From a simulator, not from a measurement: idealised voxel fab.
Title: Process Module voxel lift off
cross-section cut | 190 nm wide | cells 5 nm
Just so we're on the same page, the cross-sections are grids of square cells, and they're listed out in bands top to bottom, each band one or more rows deep. Band: top height; bottom height; in nm. Then, left to right: material with width in nm, for each material. "full width": a single material spanning edge to edge. "air": empty space. Height reference: 0 = level under which incoming wafer is all one material. Lowest band: no bottom, runs on downward, e.g. "0 -> down". Width: "30..40" (first number = top row, second number = bottom row, same change from row to row of cells). "nothing altered" -> step changed no cross-section cell. Each empty space that has no open way to the top and spans at least 8 cells appears under "Sealed void inventory" as width x height at distance, the distance counted from the left edge, all in nm. Past the settings on a step's line: simulator remark, on that step. overlay nm: right-of-plan distance of the mask on a masked step; negative values mean left-of-plan.

The steps planned for the process are as follows:
| 1 | RECEIVE, material Si |
| 2 | CONFORMAL_DEP, material SiN, thk nm 5 |
| 3 | PATTERN, tone open, mask id LINES, material resist, width nm 30, pitch nm 50, thk nm 30, overlay nm 0 |
| 4 | DIRECTIONAL_DEP, material Ru, thk nm 15 |
| 5 | STRIP, etch materials resist |
| 6 | CONFORMAL_DEP, material SiO2, thk nm 5 |
Split variable: thk nm, step 2. Plan value = first wafer. Wafers start alike.

As received, i.e. after step 1: cross-section through the first of several wafers:
- 0 -> down  Si full width
- Sealed void inventory: none

The table below has one row for each wafer; a row shows, as of the end of the module, how many cells of each material the wafer has gained, marked (+), or lost, marked (-), since it was received, and then the wafer's closed voids:
thk nm 5 | +54 Ru | +38 SiN | +56 SiO2 | Sealed void inventory: none
thk nm 10 | +54 Ru | +76 SiN | +56 SiO2 | Sealed void inventory: none
thk nm 15 | +54 Ru | +114 SiN | +56 SiO2 | Sealed void inventory: none
thk nm 20 | +54 Ru | +152 SiN | +56 SiO2 | Sealed void inventory: none
thk nm 25 | +54 Ru | +190 SiN | +56 SiO2 | Sealed void inventory: none
thk nm 30 | +54 Ru | +228 SiN | +56 SiO2 | Sealed void inventory: none
